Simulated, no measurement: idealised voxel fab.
Process module under the name voxel ribs on slabs
This is section cut - it's 225 nm across, gridded in 5 nm square cells.
Each cross-section below is a grid of square cells, stated as bands in top-down order, with one or more rows of cells making up each band. Within each band entry, the heights of the top and of the bottom of the band appear first, in that order and in nm; the materials of the band then follow from left to right, each with its corresponding width in nm. The designation "everywhere" on a single material indicates that it fills the band from edge to edge; the designation "empty" indicates empty space. Measure heights from 0. That's the level where, below it, the as-received wafer is all one material. The lowest band is bottomless and extends downward; write it as in "0..down". A width such as "30..40" changes by the same amount from each row of cells to the next, from the band's top row to its bottom row. "stayed the same" for a step: no cell of the cross-section changed in that step. Look at "Closed void list" for the closed voids: empty spaces with no open path to the top, sized 8 cells or up. Each is width x height at distance, distance from the left edge, all nm. Where a step's line continues beyond its settings, the continuation is a remark by the simulator itself on that step. The line of a step may include "overlay nm". On a step with a mask, this value is how far to the right of its planned place the mask lay. A negative value means the mask lay to the left.

HERE'S WHAT THE PLANNED PROCESS STEPS LOOK LIKE
- 1: RECEIVE with material Si
- 2: DIRECTIONAL_DEP with material SiO2, thk nm 25
- 3: DIRECTIONAL_DEP with material polySi, thk nm 20
- 4: PATTERN with tone cover, mask id RIB, material resist, width nm 15, thk nm 20, overlay nm 0
- 5: DIRECTIONAL_ETCH with etch materials polySi, depth nm 15
- 6: STRIP with etch materials resist
- 7: MASKED_ETCH with tone cover, mask id SLAB, width nm 65, etch materials polySi, depth nm 5, overlay nm 0
- 8: FILL_DEP with material SiO2, thk nm 20
- 9: CMP with height nm 55
- 10: DIRECTIONAL_DEP with material W, thk nm 10
- 11: PATTERN with tone cover, mask id HEATER, material resist, width nm 25, thk nm 15, overlay nm 0
- 12: DIRECTIONAL_ETCH with etch materials W, depth nm 10
- 13: STRIP with etch materials resist
- 14: CONFORMAL_DEP with material SiN, thk nm 10

CROSS-SECTIONAL VIEW OF THE WAFER IN ITS AS-RECEIVED CONDITION, CORRESPONDING TO THE STATE AFTER STEP 1
0..down  Si everywhere
Closed void list: none

CROSS-SECTION AT MODULE END, ONE RUN ERROR; START AND PLAN UNCHANGED FROM ABOVE
75..65  empty (90); SiN (45); empty (90)
65..55  SiN (100); W (25); SiN (100)
55..50  SiO2 (80); polySi (65); SiO2 (80)
50..0  SiO2 everywhere
0..down  Si everywhere
Closed void list: none
Plan not followed: twice, step 2 of the plan was run
